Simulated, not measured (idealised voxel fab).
Process module, titled voxel lift off
FYI the section here is cut, 170 nm wide, cells are 5 nm squares.
Cross-sections here: square-cell grids, written as top-down lists of bands, a band being one or more rows of cells.
Read a band's entry like this: the first values are the height of its top and the height of its bottom in nm, and what follows is the sequence of materials from left to right, each with its width in nm. Note that "blank" is empty space, and that a single material marked "everywhere" reaches across the band from edge to edge.
Where do heights start? At 0: under that level the wafer as delivered is made of one material only. And the lowest band has no floor; it just carries on downward, as in "0 -> down".
A width such as "30..40" changes by the same amount from each row of cells to the next, from the band's top row to its bottom row.
When a step is marked "stayed the same", none of the cells in the cross-section changed during that step.
Listed in "Enclosed void catalog": every empty space of 8 or more cells without an open way to the top. Form: width x height at distance, the distance being from the left edge, all in nm.
Step line, after settings: the simulator's comment on this step.
overlay nm: on a step with a mask, how far right of its planned place the mask lay; negative means left.
Here's what the planned process steps look like
step 1: op RECEIVE | material Si
step 2: op CONFORMAL_DEP | material SiN | thk nm 5
step 3: op PATTERN | tone open | mask id LINES | material resist | width nm 20 | pitch nm 50 | thk nm 25 | overlay nm 0
step 4: op DIRECTIONAL_DEP | material Ru | thk nm 10
step 5: op STRIP | etch materials resist
step 6: op CONFORMAL_DEP | material SiCN | thk nm 5
First of two wafers: run as planned
Wafer as received: cross-section following step 1
> 0 -> down: Si everywhere
> Enclosed void catalog: none
Upon completion of step 2, the wafer appears in cross-section as shown
> 5 -> 0: SiN everywhere
> Everything under 0 stays put, no change at all.
Upon completion of step 3, the wafer appears in cross-section as shown
> 30 -> 5: resist (50)  blank (20)  resist (30)  blank (20)  resist (50)
> Everything under 5 stays put, no change at all.
Upon completion of step 4, the wafer appears in cross-section as shown
> 40 -> 30: Ru (50)  blank (20)  Ru (30)  blank (20)  Ru (50)
> 30 -> 15: resist (50)  blank (20)  resist (30)  blank (20)  resist (50)
> 15 -> 5: resist (50)  Ru (20)  resist (30)  Ru (20)  resist (50)
> Everything under 5 stays put, no change at all.
Upon completion of step 5, the wafer appears in cross-section as shown
> 15 -> 5: blank (50)  Ru (20)  blank (30)  Ru (20)  blank (50)
> Everything under 5 stays put, no change at all.
Upon completion of step 6, the wafer appears in cross-section as shown
> 20 -> 15: blank (45)  SiCN (30)  blank (20)  SiCN (30)  blank (45)
> 15 -> 10: blank (45)  SiCN (5)  Ru (20)  SiCN (5)  blank (20)  SiCN (5)  Ru (20)  SiCN (5)  blank (45)
> 10 -> 5: SiCN (50)  Ru (20)  SiCN (30)  Ru (20)  SiCN (50)
> Everything under 5 stays put, no change at all.
The second wafer was prepared from the same starting point and under the same plan as the first; its processing contained one mistake, and it remains indistinguishable from the first wafer up to and including step 2
when step 3 should have ended
> 30 -> 5: resist (40)  blank (20)  resist (30)  blank (20)  resist (60)
> Everything under 5 stays put, no change at all.
when step 4 should have ended
> 40 -> 30: Ru (40)  blank (20)  Ru (30)  blank (20)  Ru (60)
> 30 -> 15: resist (40)  blank (20)  resist (30)  blank (20)  resist (60)
> 15 -> 5: resist (40)  Ru (20)  resist (30)  Ru (20)  resist (60)
> Everything under 5 stays put, no change at all.
when step 5 should have ended
> 15 -> 5: blank (40)  Ru (20)  blank (30)  Ru (20)  blank (60)
> Everything under 5 stays put, no change at all.
when step 6 should have ended
> 20 -> 15: blank (35)  SiCN (30)  blank (20)  SiCN (30)  blank (55)
> 15 -> 10: blank (35)  SiCN (5)  Ru (20)  SiCN (5)  blank (20)  SiCN (5)  Ru (20)  SiCN (5)  blank (55)
> 10 -> 5: SiCN (40)  Ru (20)  SiCN (30)  Ru (20)  SiCN (60)
> Everything under 5 stays put, no change at all.
Deviation from plan: step 3 did not use the planned setting and instead ran as op PATTERN | tone open | mask id LINES | material resist | width nm 20 | pitch nm 50 | thk nm 25 | overlay nm -10
at the end the second wafer has, in cells: as many of each material as the first, in other places
